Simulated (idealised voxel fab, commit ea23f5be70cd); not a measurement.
This section sets out a process module, namely voxel fin reveal.
We display cut, a cross-section 160 nm in width whose square cells are each 5 nm.
When this document writes out a cross-section, it uses a grid of square cells and lists it as bands, beginning at the top and moving down, with a band standing for one or more rows of cells. Basically the band line says how high the top is and how high the bottom is, in nm, and then what's in it from left to right, every material with its width in nm. Empty space shows up as "air", and if a single material carries "everywhere" it runs the full band edge to edge. Beneath 0, the wafer as received is one material, and that level is where height counting begins. The lowest band goes on downward without a bottom; it is written like "from 0 down". Top row gets the first number, bottom row gets the second, and each row in between changes by the same step: that is how a band width like "30->40" works. For the purposes of this document, the phrase "no modifications" attached to a step denotes that no cell within the cross-section was modified by that step. Enclosed voids (no open way to top), threshold 8 cells or more, entry "Closed void list", notation width x height at distance, distance from left edge, nm. Where a step's line continues beyond its settings, the continuation is a remark by the simulator itself on that step. If you see "overlay nm" on a step's line and that step has a mask, it's telling you how far right of where it was planned the mask ended up; a negative number means it went left instead.
This section lists the process steps that were planned
1) RECEIVE (material Si)
2) CONFORMAL_DEP (material SiN; thk nm 5)
3) PATTERN (tone cover; mask id FINS; material resist; width nm 15; pitch nm 35; thk nm 20; overlay nm 0)
4) DIRECTIONAL_ETCH (etch materials SiN; depth nm 5)
5) DIRECTIONAL_ETCH (etch materials Si; depth nm 40)
6) STRIP (etch materials resist)
7) FILL_DEP (material SiO2; thk nm 15)
8) CMP (height nm 5)
9) SELECTIVE_ETCH (etch materials SiO2; depth nm 35)
10) STRIP (etch materials SiN)
Cross-sectional view of the wafer in its as-received condition, corresponding to the state after step 1
  from 0 down  Si everywhere
  Closed void list: none
Post-module cross-section of the first of two wafers (run per plan)
  from 0 to -30  air=35 | Si=15 | air=20 | Si=15 | air=20 | Si=15 | air=40
  from -30 to -40  SiO2=35 | Si=15 | SiO2=20 | Si=15 | SiO2=20 | Si=15 | SiO2=40
  from -40 down  Si everywhere
  Closed void list: none
Wafer two, end of module, cross-section. Same start, same plan as wafer one. One mistake in the run
  from 0 to -30  air=35 | Si=15 | air=20 | Si=15 | air=20 | Si=15 | air=40
  from -30 to -80  SiO2=35 | Si=15 | SiO2=20 | Si=15 | SiO2=20 | Si=15 | SiO2=40
  from -80 down  Si everywhere
  Closed void list: none
Finding, execution versus plan: step 5 of the plan was executed twice over
Bottom line after processing is that, in cells, the second wafer is up or down on some materials versus the first: 184 fewer of Si | 184 more of SiO2
